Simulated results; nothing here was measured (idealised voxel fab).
process module | voxel transistor to metal
cross-section cut | 190 nm wide | cells 5 nm
A cross-section is a grid of square cells, given in bands from the top down. A band is one or more rows of cells.
Each band's line starts with the height of the band's top and of its bottom, in nm. Then come its materials from left to right, each with its width in nm. One material with "throughout" fills the band from edge to edge. "air" is empty space.
Height 0 is the level under which the wafer as received is all one material. The lowest band goes on downwards, as in "0 down".
A width such as "30 to 40" changes by the same amount from each row of cells to the next, from the band's top row to its bottom row.
"no change" after a step means that no cell of the cross-section changed.
closed voids: empty space of 8 cells or more with no open way to the top, each as width x height at its distance from the left edge, in nm
after a step's settings: what the simulator itself notes on the step
overlay nm, on a step with a mask: how far to the right of its planned place the mask lay; to the left if negative
plan
1 op RECEIVE | material Si
2 op OXIDIZE | depth nm 5
3 op CONFORMAL_DEP | material SiN | thk nm 10
4 op PATTERN | tone cover | mask id ACTIVE | material resist | width nm 120 | thk nm 20 | overlay nm 0
5 op DIRECTIONAL_ETCH | etch materials SiN | depth nm 10
6 op DIRECTIONAL_ETCH | etch materials SiO2 | depth nm 5
7 op DIRECTIONAL_ETCH | etch materials Si | depth nm 20
8 op STRIP | etch materials resist
9 op FILL_DEP | material SiO2 | thk nm 15
10 op CMP | height nm 10
11 op SELECTIVE_ETCH | etch materials SiO2 | depth nm 5
12 op STRIP | etch materials SiN
13 op SELECTIVE_ETCH | etch materials SiO2 | depth nm 5
14 op OXIDIZE | depth nm 5
15 op DIRECTIONAL_DEP | material polySi | thk nm 20
16 op DIRECTIONAL_DEP | material SiCN | thk nm 10
17 op DIRECTIONAL_DEP | material aC | thk nm 15
18 op PATTERN | tone cover | mask id GATE | material resist | width nm 30 | thk nm 30 | overlay nm 0
19 op DIRECTIONAL_ETCH | etch materials aC | depth nm 15
20 op STRIP | etch materials resist
21 op DIRECTIONAL_ETCH | etch materials SiCN | depth nm 20
22 op DIRECTIONAL_ETCH | etch materials polySi | depth nm 30
23 op STRIP | etch materials aC
24 op CONFORMAL_DEP | material SiN | thk nm 5
25 op DIRECTIONAL_ETCH | etch materials SiN | depth nm 5
26 op DIRECTIONAL_ETCH | etch materials SiO2 | depth nm 5
27 op DIRECTIONAL_ETCH | etch materials Si | depth nm 10
28 op EPI | material pSi | thk nm 10
29 op FILL_DEP | material SiO2 | thk nm 5
30 op CMP | height nm 15
31 op STRIP | etch materials polySi
32 op SELECTIVE_ETCH | etch materials SiO2 | depth nm 5
33 op CONFORMAL_DEP | material HfO2 | thk nm 5
34 op CONFORMAL_DEP | material TiN | thk nm 5
35 op FILL_DEP | material W | thk nm 5
36 op CMP | height nm 10
37 op DIRECTIONAL_DEP | material SiO2 | thk nm 10
38 op PATTERN | tone open | mask id CONTACT | material resist | width nm 15 | pitch nm 85 | thk nm 20 | overlay nm 0
39 op DIRECTIONAL_ETCH | etch materials SiO2 | depth nm 30
40 op STRIP | etch materials resist
41 op CONFORMAL_DEP | material TiN | thk nm 5
42 op FILL_DEP | material W | thk nm 5
43 op CMP | height nm 20
44 op CONFORMAL_DEP | material SiCN | thk nm 5
45 op DIRECTIONAL_DEP | material SiO2 | thk nm 15
46 op PATTERN | tone open | mask id METAL_1 | material resist | width nm 15 | pitch nm 85 | thk nm 20 | overlay nm 0
47 op DIRECTIONAL_ETCH | etch materials SiO2 | depth nm 15
48 op DIRECTIONAL_ETCH | etch materials SiCN | depth nm 5
49 op STRIP | etch materials resist
50 op CONFORMAL_DEP | material TiN | thk nm 5
51 op FILL_DEP | material W | thk nm 5
52 op CMP | height nm 40
53 op CONFORMAL_DEP | material SiCN | thk nm 5
54 op DIRECTIONAL_DEP | material lowk | thk nm 25
55 op DIRECTIONAL_DEP | material aC | thk nm 15
56 op PATTERN | tone open | mask id METAL_2 | material resist | width nm 15 | pitch nm 85 | thk nm 30 | overlay nm 0
57 op DIRECTIONAL_ETCH | etch materials aC | depth nm 15
58 op STRIP | etch materials resist
59 op DIRECTIONAL_ETCH | etch materials lowk | depth nm 15
60 op STRIP | etch materials aC
61 op PATTERN | tone open | mask id METAL_2_HOLES | material resist | width nm 15 | pitch nm 85 | thk nm 20 | overlay nm 0
62 op DIRECTIONAL_ETCH | etch materials lowk | depth nm 10
63 op DIRECTIONAL_ETCH | etch materials SiCN | depth nm 5
64 op STRIP | etch materials resist
65 op CONFORMAL_DEP | material TiN | thk nm 5
66 op FILL_DEP | material Cu | thk nm 10
67 op CMP | height nm 70
68 op CONFORMAL_DEP | material SiN | thk nm 5
as received, after step 1
  0 down: Si throughout
  closed voids: none
a wafer at the end: this start, this plan, one mistake
  90 to 85: SiN throughout
  85 to 75: Cu throughout
  75 to 70: TiN 50 | Cu 5 | TiN 80 | Cu 5 | TiN 50
  70 to 45: lowk 45 | TiN 5 | Cu 5 | TiN 5 | lowk 70 | TiN 5 | Cu 5 | TiN 5 | lowk 45
  45 to 40: SiCN 45 | TiN 15 | SiCN 70 | TiN 15 | SiCN 45
  40 to 25: SiO2 45 | TiN 5 | W 5 | TiN 5 | SiO2 70 | TiN 5 | W 5 | TiN 5 | SiO2 45
  25 to 20: SiCN 45 | TiN 15 | SiCN 70 | TiN 15 | SiCN 45
  20 to 10: SiO2 45 | TiN 5 | W 5 | TiN 5 | SiO2 70 | TiN 5 | W 5 | TiN 5 | SiO2 45
  10 to 0: SiO2 45 | TiN 5 | W 5 | TiN 5 | SiO2 15 | SiN 5 | HfO2 5 | TiN 5 | W 10 | TiN 5 | HfO2 5 | SiN 5 | SiO2 15 | TiN 5 | W 5 | TiN 5 | SiO2 45
  0 to -5: SiO2 30 | SiN 5 | SiO2 10 | TiN 5 | W 5 | TiN 5 | SiO2 5 | pSi 10 | SiN 5 | HfO2 5 | TiN 20 | HfO2 5 | SiN 5 | pSi 10 | SiO2 5 | TiN 5 | W 5 | TiN 5 | SiO2 10 | SiN 5 | SiO2 30
  -5 to -10: SiO2 45 | TiN 15 | SiO2 5 | pSi 10 | HfO2 40 | pSi 10 | SiO2 5 | TiN 15 | SiO2 45
  -10 to -20: SiO2 35 | pSi 40 | Si 40 | pSi 40 | SiO2 35
  -20 to -25: SiO2 35 | Si 120 | SiO2 35
  -25 down: Si throughout
  closed voids: none
what went wrong: step 67 was left out
